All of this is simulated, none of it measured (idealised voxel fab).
Proc. module: voxel released beams
235 nm wide, 5 nm square cells: that's cross-section cut.
Format of a cross-section: grid, square cells. Given as bands. Order: top down. Band: one or more rows of cells.
It is stipulated that each band's entry specify, in nanometres, the height of the top of the band and then that of its bottom, followed by the materials of the band in left-to-right sequence, each together with its width in nanometres. A single material marked by the word "full width" is understood to fill the band from edge to edge; the word "air" is understood to denote empty space.
Heights are measured from 0, the level below which the as-received wafer is all one material; the lowest band has no bottom and continues downward, written as in "0 and below".
Quick explanation for "30 to 40": the width changes in equal steps down the rows of cells, from the first number in the band's top row to the second number in its bottom row.
Where the words "left unchanged" appear for a step, the cross-section shows no cell changed by that step; every cell remained as before.
Enclosed voids (no open way to top), threshold 8 cells or more, entry "Closed cavity list", notation width x height at distance, distance from left edge, nm.
It should be noted that, on the line of a given step, the content following the step's settings is a remark produced by the simulator itself with respect to that step.
What "overlay nm" on a step's line means: if the step has a mask, that mask lay this far to the right of its planned place, or, when the value is negative, to the left.
**These are the steps we planned for the process**
- 1: op RECEIVE | material Si
- 2: op CONFORMAL_DEP | material Al2O3 | thk nm 5
- 3: op DIRECTIONAL_DEP | material SiO2 | thk nm 20
- 4: op MASKED_ETCH | tone open | mask id ANCHOR | width nm 25 | etch materials SiO2 | depth nm 20 | overlay nm 0
- 5: op CONFORMAL_DEP | material W | thk nm 10
- 6: op DIRECTIONAL_DEP | material aC | thk nm 10
- 7: op PATTERN | tone cover | mask id BEAM | material resist | width nm 80 | thk nm 25 | overlay nm 0
- 8: op DIRECTIONAL_ETCH | etch materials aC | depth nm 10
- 9: op STRIP | etch materials resist
- 10: op DIRECTIONAL_ETCH | etch materials W | depth nm 10
- 11: op STRIP | etch materials aC
- 12: op STRIP | etch materials SiO2
**Received-state cross-section, reflecting completion of step 1**
- 0 and below | Si full width
- Closed cavity list: none
**First wafer of two, sectioned at end of module; run went per plan**
- 35 down to 25 | air 75 | W 15 | air 5 | W 60 | air 80
- 25 down to 15 | air 80 | W 10 | air 5 | W 10 | air 130
- 15 down to 5 | air 80 | W 25 | air 130
- 5 down to 0 | Al2O3 full width
- 0 and below | Si full width
- Closed cavity list: none
**Wafer two, sectioned after the module: the first wafer's start, the first wafer's plan, and one mistake in how it was run**
- 15 down to 5 | air 75 | W 80 | air 80
- 5 down to 0 | Al2O3 full width
- 0 and below | Si full width
- Closed cavity list: none
Heads up, the wafer didn't run the way we planned it: plan step 3 was not performed, having been skipped
Final cells, second wafer relative to first, materials higher or lower: -16 W
